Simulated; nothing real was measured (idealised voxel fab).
Title: Process Module voxel local oxidation
185 nm wide, 5 nm square cells: that's cross-section cut.
Think of the cross-section as a grid of square cells. We describe it in bands, top to bottom, and each band covers one or more rows of those cells.
Band: top and bottom heights (nm) first, top before bottom; then materials from left to right, widths in nm. "throughout" marks a sole material filling the band edge to edge. "empty" denotes empty space.
Height reference: 0 = level under which incoming wafer is all one material. Lowest band: no bottom, runs on downward, e.g. "top 0, no bottom".
So if you see something like "30->40" for the width, read it as the top row of the band sitting at the first number and the bottom row at the second, with every row in between moving by the same amount as the last.
When a step is marked "identical to before", none of the cells in the cross-section changed during that step.
In "Closed cavities" the enclosed voids are listed, meaning empty spaces of 8 cells or larger without any opening to the top. The form is width x height at distance, distance from the left edge, units nm.
Read whatever lies past the settings on a step's line as the simulator's own remark about the step.
A step's line can hold "overlay nm"; with a mask on that step, the setting says how far right of the planned place the mask lay, while a negative setting says it lay to the left.
### Planned step list for the process
1) RECEIVE, material Si
2) OXIDIZE, depth nm 5
3) CONFORMAL_DEP, material SiN, thk nm 15
4) DIRECTIONAL_DEP, material aC, thk nm 15
5) PATTERN, tone cover, mask id ACTIVE, material resist, width nm 90, thk nm 35, overlay nm 0
6) DIRECTIONAL_ETCH, etch materials aC, depth nm 15
7) STRIP, etch materials resist
8) DIRECTIONAL_ETCH, etch materials SiN, depth nm 15
9) STRIP, etch materials aC
10) SELECTIVE_ETCH, etch materials SiO2, depth nm 5
11) OXIDIZE, depth nm 15
12) STRIP, etch materials SiN
### Wafer as received: cross-section following step 1
> top 0, no bottom  Si throughout
> Closed cavities: none
### Wafer cross-section at end of module: start and plan as shown above, one execution error
> top 0, bottom -5  50 of empty, 80 of SiO2, 55 of empty
> top -5, bottom -10  SiO2 throughout
> top -10, no bottom  Si throughout
> Closed cavities: none
Deviation noted in wafer processing: it should be noted that step 2 was executed with settings other than those planned, the operation and settings actually applied being OXIDIZE, depth nm 10
